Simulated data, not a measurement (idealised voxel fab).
The following is a process module called voxel capacitor over wiring.
Pictured: cross-section cut, 290 nm wide, on a grid of 5 nm square cells.
A cross-section is a grid of square cells, given in bands from the top down. A band is one or more rows of cells. Heads up on the band format: heights come first, top then bottom, in nm. After that it's the materials left to right, each with its width in nm. A single material flagged "edge to edge" fills the whole band edge to edge, and "blank" means there's empty space there. Convention: height 0 is the level below which the wafer, as received, is all one material. The lowest band does not terminate at the bottom but continues downward, represented as "from 0 down". The notation "30..40" denotes a width that varies across the rows of cells in the band, beginning at the first number in the top row, finishing at the second number in the bottom row, and changing by an identical amount from each row to the next. The cross-section has no changed cell in any step marked "no alterations made". In "Sealed internal cavities" the enclosed voids are listed, meaning empty spaces of 8 cells or larger without any opening to the top. The form is width x height at distance, distance from the left edge, units nm. Text after the settings on a step's line: the simulator's own remark on that step. The optional step-line setting "overlay nm" applies to steps with a mask and quantifies how far to the right of its planned location the mask lay, a negative value indicating leftward placement.

STEPS PLANNED FOR THE PROCESS
1: RECEIVE: material Si
2: CONFORMAL_DEP: material SiO2, thk nm 10
3: CONFORMAL_DEP: material SiN, thk nm 5
4: DIRECTIONAL_DEP: material SiO2, thk nm 25
5: PATTERN: tone open, mask id METAL_1, material resist, width nm 20, pitch nm 75, thk nm 15, overlay nm 0
6: DIRECTIONAL_ETCH: etch materials SiO2, depth nm 25
7: DIRECTIONAL_ETCH: etch materials SiN, depth nm 5
8: STRIP: etch materials resist
9: CONFORMAL_DEP: material TiN, thk nm 5
10: FILL_DEP: material Cu, thk nm 5
11: CMP: height nm 40
12: CONFORMAL_DEP: material SiCN, thk nm 5
13: DIRECTIONAL_DEP: material SiO2, thk nm 15
14: DIRECTIONAL_DEP: material aC, thk nm 15
15: PATTERN: tone open, mask id PLUG_1, material resist, width nm 15, thk nm 35, overlay nm 0
16: DIRECTIONAL_ETCH: etch materials aC, depth nm 15
17: STRIP: etch materials resist
18: DIRECTIONAL_ETCH: etch materials SiO2, depth nm 15
19: DIRECTIONAL_ETCH: etch materials SiCN, depth nm 5
20: STRIP: etch materials aC
21: EPI: material Ru, thk nm 10
22: EPI: material Ru, thk nm 10
23: DIRECTIONAL_DEP: material TiN, thk nm 5
24: DIRECTIONAL_DEP: material Al2O3, thk nm 5
25: DIRECTIONAL_DEP: material TiN, thk nm 5
26: MASKED_ETCH: tone cover, mask id UPPER_PLATE, width nm 60, etch materials TiN, depth nm 5, overlay nm 0
27: MASKED_ETCH: tone cover, mask id UPPER_PLATE, width nm 60, etch materials Al2O3, depth nm 5, overlay nm 0
28: MASKED_ETCH: tone cover, mask id LOWER_PLATE, width nm 70, etch materials TiN, depth nm 5, overlay nm 0
29: FILL_DEP: material SiO2, thk nm 15
30: CMP: height nm 85
31: PATTERN: tone open, mask id PLUG_2, material resist, width nm 15, thk nm 20, overlay nm 0
32: DIRECTIONAL_ETCH: etch materials SiO2, depth nm 10
33: STRIP: etch materials resist
34: CONFORMAL_DEP: material TiN, thk nm 5
35: FILL_DEP: material Ru, thk nm 5
36: CMP: height nm 85
37: CONFORMAL_DEP: material SiCN, thk nm 5

CROSS-SECTIONAL VIEW OF THE WAFER IN ITS AS-RECEIVED CONDITION, CORRESPONDING TO THE STATE AFTER STEP 1
	from 0 down | Si edge to edge
	Sealed internal cavities: none

SAME STARTING WAFER, SAME PLAN AS ABOVE, ONE MISTAKE IN THE EXECUTION; THIS IS THE CROSS-SECTION AT THE END OF THE MODULE
	from 90 to 85 | SiCN edge to edge
	from 85 to 80 | SiO2 110, then TiN 5, then Ru 5, then TiN 5, then SiO2 165
	from 80 to 75 | SiO2 110, then TiN 15, then SiO2 165
	from 75 to 70 | SiO2 95, then TiN 5, then SiO2 60, then TiN 5, then SiO2 125
	from 70 to 65 | Al2O3 edge to edge
	from 65 to 60 | TiN edge to edge
	from 60 to 45 | SiO2 100, then Ru 15, then SiO2 175
	from 45 to 40 | SiCN 100, then Ru 15, then SiCN 175
	from 40 to 15 | SiO2 95, then TiN 5, then Cu 10, then TiN 5, then SiO2 55, then TiN 5, then Cu 10, then TiN 5, then SiO2 100
	from 15 to 10 | SiN 95, then TiN 20, then SiN 55, then TiN 20, then SiN 100
	from 10 to 0 | SiO2 edge to edge
	from 0 down | Si edge to edge
	Sealed internal cavities: none
Deviation from plan: step 26 changed vs plan, executed as MASKED_ETCH: tone open, mask id UPPER_PLATE, width nm 60, etch materials TiN, depth nm 5, overlay nm 0
